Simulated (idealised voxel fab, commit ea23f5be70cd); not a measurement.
Process module heading - voxel self aligned vias
Square cell edge 5 nm, section width 225 nm, ID cut.
For the purposes of this document, a cross-section shall be understood as a grid of square cells, specified as bands listed in top-to-bottom order, each band consisting of one or more rows of cells.
First you get the band's top height and its bottom height, in nm, and then the materials it's made of, left to right, with each width in nm. If you see a single material with "everywhere", that one covers the band edge to edge. "empty" is empty space.
The level at which height equals 0 is the one under which the wafer, as it arrives, is entirely one material. No lower edge exists for the bottom band, which continues downward and is notated as in "0 and below".
Read "30 to 40" as a graded width: first number on top, second number at the bottom, same change between each pair of neighbouring rows.
A step reported as "remained unchanged" is a step in which no cell of the cross-section changed.
Reported under the label "Closed void roster" are the empty spaces having no open way to the top and comprising 8 cells or more; the notation for each is width x height at distance, in which the distance is measured from the left edge and all three values are in nm.
It should be noted that, on the line of a given step, the content following the step's settings is a remark produced by the simulator itself with respect to that step.
When a step includes a mask, the "overlay nm" setting on its line states how far to the right of its planned place that mask lay, and negative values state how far to the left.

**Listed below are the process steps as planned**
1 RECEIVE,material Si
2 CONFORMAL_DEP,material SiO2,thk nm 15
3 CONFORMAL_DEP,material SiCN,thk nm 5
4 DIRECTIONAL_DEP,material SiO2,thk nm 25
5 DIRECTIONAL_DEP,material aC,thk nm 10
6 PATTERN,tone open,mask id LINES,material resist,width nm 30,pitch nm 55,thk nm 25,overlay nm 0
7 DIRECTIONAL_ETCH,etch materials aC,depth nm 10
8 STRIP,etch materials resist
9 DIRECTIONAL_ETCH,etch materials SiO2,depth nm 25
10 STRIP,etch materials aC
11 CONFORMAL_DEP,material TiN,thk nm 5
12 FILL_DEP,material Ru,thk nm 10
13 CMP,height nm 45
14 SELECTIVE_ETCH,etch materials W Ru TiN,depth nm 10
15 FILL_DEP,material SiN,thk nm 10
16 CMP,height nm 45
17 DIRECTIONAL_DEP,material SiO2,thk nm 15
18 DIRECTIONAL_DEP,material aC,thk nm 15
19 PATTERN,tone open,mask id VIAS,material resist,width nm 40,thk nm 35,overlay nm -15
20 DIRECTIONAL_ETCH,etch materials aC,depth nm 15
21 STRIP,etch materials resist
22 DIRECTIONAL_ETCH,etch materials SiO2,depth nm 15
23 DIRECTIONAL_ETCH,etch materials SiN,depth nm 10
24 STRIP,etch materials aC
25 CONFORMAL_DEP,material TiN,thk nm 5
26 FILL_DEP,material Ru,thk nm 10
27 CMP,height nm 60
28 CONFORMAL_DEP,material SiN,thk nm 5
It is noted that the wafers described herein are identical at the outset and are distinguished by the overlay nm of step 19; the value stated in the plan corresponds to the first wafer.

**First wafer of several, as received: cross-section after step 1**
- 0 and below  Si everywhere
- Closed void roster: none

**Each row below is a wafer at the end of the module, listing for every material the number of cells it has gained (+) or lost (-) since it was received, followed by its closed voids**
overlay nm -15; +32 Ru; +45 SiCN; +61 SiN; +411 SiO2; +36 TiN; Closed void roster: none
overlay nm -10; +34 Ru; +45 SiCN; +59 SiN; +411 SiO2; +36 TiN; Closed void roster: none
overlay nm -5; +36 Ru; +45 SiCN; +57 SiN; +411 SiO2; +36 TiN; Closed void roster: none
overlay nm 0; +36 Ru; +45 SiCN; +57 SiN; +411 SiO2; +36 TiN; Closed void roster: none
overlay nm 5; +36 Ru; +45 SiCN; +57 SiN; +411 SiO2; +36 TiN; Closed void roster: none
overlay nm 10; +34 Ru; +45 SiCN; +59 SiN; +411 SiO2; +36 TiN; Closed void roster: none
overlay nm 15; +32 Ru; +45 SiCN; +61 SiN; +411 SiO2; +36 TiN; Closed void roster: none
